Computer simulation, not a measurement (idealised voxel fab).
Process module name: voxel trench capacitor
Pictured: cross-section cut, 265 nm wide, on a grid of 5 nm square cells.
In what follows, cross-sections appear as grids of square cells, described through bands that run from the top down, where every band is one or more rows of cells. Look at the band entry: it leads with the top's height and the bottom's height in nm. Then it lists the materials left to right, with a width in nm for each. The word "all across" on a single material says that material fills the band edge to edge. The word "blank" is empty space. We count height from 0. Below that, the starting wafer is all one material. The lowest band never ends at the bottom but goes on down; see "0 down" for how that is written. A two-number width, for instance "30->40", indicates that the width is equal to the first number in the top row of the band and to the second number in the bottom row, and that it changes by a constant amount per row of cells. For the purposes of this document, the phrase "everything unchanged" attached to a step denotes that no cell within the cross-section was modified by that step. Entry "Internal closed voids". Content: empty spaces with no open connection to the top, size 8 cells or greater. Each: width x height at distance. Distance: from left edge. Unit: nm. On each step's line, the part that comes after the settings is the simulator's own comment on the step. overlay nm: mask right of planned place by this much (step with mask). Neg. = left.

**Intended process steps**
step 1: RECEIVE, material Si
step 2: CONFORMAL_DEP, material SiN, thk nm 10
step 3: DIRECTIONAL_DEP, material aC, thk nm 15
step 4: PATTERN, tone open, mask id TRENCH, material resist, width nm 20, pitch nm 45, thk nm 35, overlay nm 0
step 5: DIRECTIONAL_ETCH, etch materials aC, depth nm 15
step 6: STRIP, etch materials resist
step 7: DIRECTIONAL_ETCH, etch materials SiN, depth nm 10
step 8: DIRECTIONAL_ETCH, etch materials Si, depth nm 40
step 9: STRIP, etch materials aC
step 10: CONFORMAL_DEP, material Al2O3, thk nm 5
step 11: FILL_DEP, material polySi, thk nm 5
step 12: CMP, height nm 10

**Cross-section: wafer on arrival = after step 1**
    0 down | Si all across
    Internal closed voids: none

**Run as planned - first of the two wafers cross-sectioned at the end of the module**
    10 to 0 | SiN (75); Al2O3 (5); polySi (10); Al2O3 (5); SiN (25); Al2O3 (5); polySi (10); Al2O3 (5); SiN (25); Al2O3 (5); polySi (10); Al2O3 (5); SiN (80)
    0 to -35 | Si (75); Al2O3 (5); polySi (10); Al2O3 (5); Si (25); Al2O3 (5); polySi (10); Al2O3 (5); Si (25); Al2O3 (5); polySi (10); Al2O3 (5); Si (80)
    -35 to -40 | Si (75); Al2O3 (20); Si (25); Al2O3 (20); Si (25); Al2O3 (20); Si (80)
    -40 down | Si all across
    Internal closed voids: none

**Cross-sectional view: second of two wafers, end of module; start and plan identical to the first, one mistake in running**
    10 to 0 | SiN (75); Al2O3 (5); polySi (10); Al2O3 (5); SiN (25); Al2O3 (5); polySi (10); Al2O3 (5); SiN (25); Al2O3 (5); polySi (10); Al2O3 (5); SiN (80)
    0 to -45 | Si (75); Al2O3 (5); polySi (10); Al2O3 (5); Si (25); Al2O3 (5); polySi (10); Al2O3 (5); Si (25); Al2O3 (5); polySi (10); Al2O3 (5); Si (80)
    -45 to -50 | Si (75); Al2O3 (20); Si (25); Al2O3 (20); Si (25); Al2O3 (20); Si (80)
    -50 down | Si all across
    Internal closed voids: none
The plan and the run diverged here: step 8 was processed under conditions differing from the plan, specifically as DIRECTIONAL_ETCH, etch materials Si, depth nm 50
It is noted that, at the conclusion of processing, the second wafer exhibits a higher or lower cell count for certain materials relative to the first: Al2O3 +12, Si -24, polySi +12
